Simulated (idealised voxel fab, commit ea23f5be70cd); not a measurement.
process module | voxel transistor to metal
cross-section cut | 300 nm wide | cells 5 nm
A cross-section is a grid of square cells, given in bands from the top down. A band is one or more rows of cells.
Each band's line starts with the height of the band's top and of its bottom, in nm. Then come its materials from left to right, each with its width in nm. One material with "throughout" fills the band from edge to edge. "air" is empty space.
Height 0 is the level under which the wafer as received is all one material. The lowest band goes on downwards, as in "0 down".
A width such as "30 to 40" changes by the same amount from each row of cells to the next, from the band's top row to its bottom row.
"no change" after a step means that no cell of the cross-section changed.
closed voids: empty space of 8 cells or more with no open way to the top, each as width x height at its distance from the left edge, in nm
after a step's settings: what the simulator itself notes on the step
overlay nm, on a step with a mask: how far to the right of its planned place the mask lay; to the left if negative
plan
1 op RECEIVE | material Si
2 op OXIDIZE | depth nm 5
3 op CONFORMAL_DEP | material SiN | thk nm 10
4 op MASKED_ETCH | tone cover | mask id ACTIVE | width nm 105 | pitch nm 130 | etch materials SiN | depth nm 10 | overlay nm 0
5 op MASKED_ETCH | tone cover | mask id ACTIVE | width nm 105 | pitch nm 130 | etch materials SiO2 | depth nm 5 | overlay nm 0
6 op MASKED_ETCH | tone cover | mask id ACTIVE | width nm 105 | pitch nm 130 | etch materials Si | depth nm 30 | overlay nm 0
7 op FILL_DEP | material SiO2 | thk nm 15
8 op CMP | height nm 10
9 op SELECTIVE_ETCH | etch materials SiO2 | depth nm 5
10 op STRIP | etch materials SiN
11 op SELECTIVE_ETCH | etch materials SiO2 | depth nm 5
12 op OXIDIZE | depth nm 5
13 op DIRECTIONAL_DEP | material polySi | thk nm 30
14 op DIRECTIONAL_DEP | material SiCN | thk nm 15
15 op MASKED_ETCH | tone cover | mask id GATE | width nm 15 | pitch nm 130 | etch materials SiCN | depth nm 25 | overlay nm 0
16 op MASKED_ETCH | tone cover | mask id GATE | width nm 15 | pitch nm 130 | etch materials polySi | depth nm 40 | overlay nm 0
17 op CONFORMAL_DEP | material SiN | thk nm 10
18 op DIRECTIONAL_ETCH | etch materials SiN | depth nm 10
19 op DIRECTIONAL_ETCH | etch materials SiO2 | depth nm 5
20 op EPI | material SiGe | thk nm 5
21 op FILL_DEP | material SiO2 | thk nm 5
22 op CMP | height nm 40
23 op DIRECTIONAL_DEP | material SiO2 | thk nm 10
24 op DIRECTIONAL_DEP | material aC | thk nm 10
25 op PATTERN | tone open | mask id CONTACT | material resist | width nm 30 | thk nm 25 | overlay nm 0
26 op DIRECTIONAL_ETCH | etch materials aC | depth nm 10
27 op STRIP | etch materials resist
28 op DIRECTIONAL_ETCH | etch materials SiO2 | depth nm 55
29 op STRIP | etch materials aC
30 op CONFORMAL_DEP | material TiN | thk nm 5
31 op FILL_DEP | material W | thk nm 5
32 op CMP | height nm 50
33 op CONFORMAL_DEP | material SiN | thk nm 5
34 op DIRECTIONAL_DEP | material lowk | thk nm 25
35 op DIRECTIONAL_DEP | material aC | thk nm 15
36 op PATTERN | tone open | mask id METAL_1 | material resist | width nm 20 | pitch nm 65 | thk nm 35 | overlay nm 0
37 op DIRECTIONAL_ETCH | etch materials aC | depth nm 15
38 op STRIP | etch materials resist
39 op DIRECTIONAL_ETCH | etch materials lowk | depth nm 25
40 op DIRECTIONAL_ETCH | etch materials SiN | depth nm 5
41 op STRIP | etch materials aC
42 op CONFORMAL_DEP | material TiN | thk nm 5
43 op FILL_DEP | material Ru | thk nm 10
44 op CMP | height nm 80
45 op EPI | material Ru | thk nm 5
46 op FILL_DEP | material SiCN | thk nm 5
as received, after step 1
  0 down: Si throughout
  closed voids: none
first wafer at the end, as planned
  90 to 85: SiCN throughout
  85 to 80: SiCN 35 | Ru 30 | SiCN 35 | Ru 30 | SiCN 35 | Ru 30 | SiCN 35 | Ru 30 | SiCN 40
  80 to 55: lowk 40 | TiN 5 | Ru 10 | TiN 5 | lowk 45 | TiN 5 | Ru 10 | TiN 5 | lowk 45 | TiN 5 | Ru 10 | TiN 5 | lowk 45 | TiN 5 | Ru 10 | TiN 5 | lowk 45
  55 to 50: SiN 40 | TiN 20 | SiN 45 | TiN 20 | SiN 45 | TiN 20 | SiN 45 | TiN 20 | SiN 45
  50 to 40: SiO2 40 | TiN 5 | W 20 to 15 | TiN 5 to 10 | SiO2 25 | TiN 5 to 10 | W 20 to 15 | TiN 5 | SiO2 45 | TiN 5 | W 20 to 15 | TiN 5 to 10 | SiO2 25 | TiN 5 to 10 | W 20 to 15 | TiN 5 | SiO2 45
  40 to 25: SiO2 40 | TiN 5 | W 15 | TiN 5 | SiN 10 | SiCN 15 | SiN 10 | TiN 5 | W 15 | TiN 5 | SiO2 45 | TiN 5 | W 15 | TiN 5 | SiN 10 | SiCN 15 | SiN 10 | TiN 5 | W 15 | TiN 5 | SiO2 45
  25 to 0: SiO2 40 | TiN 5 | W 15 | TiN 5 | SiN 10 | polySi 15 | SiN 10 | TiN 5 | W 15 | TiN 5 | SiO2 45 | TiN 5 | W 15 | TiN 5 | SiN 10 | polySi 15 | SiN 10 | TiN 5 | W 15 | TiN 5 | SiO2 45
  0 to -5: SiO2 25 | SiN 10 | SiO2 5 | TiN 25 | SiN 10 | polySi 15 | SiN 10 | TiN 25 | SiO2 5 | SiN 10 | SiO2 15 | SiN 10 | SiO2 5 | TiN 25 | SiN 10 | polySi 15 | SiN 10 | TiN 25 | SiO2 5 | SiN 10 | SiO2 30
  -5 to -10: SiO2 35 | SiGe 30 | SiO2 35 | SiGe 30 | SiO2 35 | SiGe 30 | SiO2 35 | SiGe 30 | SiO2 40
  -10 to -35: SiO2 30 | Si 105 | SiO2 25 | Si 105 | SiO2 35
  -35 down: Si throughout
  closed voids: none
second wafer at the end: like start, like plan, one mistake
  90 to 85: SiCN throughout
  85 to 55: Ru throughout
  55 to 50: SiN throughout
  50 to 40: SiO2 40 | TiN 5 | W 20 to 15 | TiN 5 to 10 | SiO2 25 | TiN 5 to 10 | W 20 to 15 | TiN 5 | SiO2 45 | TiN 5 | W 20 to 15 | TiN 5 to 10 | SiO2 25 | TiN 5 to 10 | W 20 to 15 | TiN 5 | SiO2 45
  40 to 25: SiO2 40 | TiN 5 | W 15 | TiN 5 | SiN 10 | SiCN 15 | SiN 10 | TiN 5 | W 15 | TiN 5 | SiO2 45 | TiN 5 | W 15 | TiN 5 | SiN 10 | SiCN 15 | SiN 10 | TiN 5 | W 15 | TiN 5 | SiO2 45
  25 to 0: SiO2 40 | TiN 5 | W 15 | TiN 5 | SiN 10 | polySi 15 | SiN 10 | TiN 5 | W 15 | TiN 5 | SiO2 45 | TiN 5 | W 15 | TiN 5 | SiN 10 | polySi 15 | SiN 10 | TiN 5 | W 15 | TiN 5 | SiO2 45
  0 to -5: SiO2 25 | SiN 10 | SiO2 5 | TiN 25 | SiN 10 | polySi 15 | SiN 10 | TiN 25 | SiO2 5 | SiN 10 | SiO2 15 | SiN 10 | SiO2 5 | TiN 25 | SiN 10 | polySi 15 | SiN 10 | TiN 25 | SiO2 5 | SiN 10 | SiO2 30
  -5 to -10: SiO2 35 | SiGe 30 | SiO2 35 | SiGe 30 | SiO2 35 | SiGe 30 | SiO2 35 | SiGe 30 | SiO2 40
  -10 to -35: SiO2 30 | Si 105 | SiO2 25 | Si 105 | SiO2 35
  -35 down: Si throughout
  closed voids: none
what went wrong: step 34 ran as: op DIRECTIONAL_DEP | material Ru | thk nm 25
at the end the second wafer has, in cells: 296 more of Ru | 36 fewer of SiCN | 16 more of SiN | 56 fewer of TiN | 220 fewer of lowk
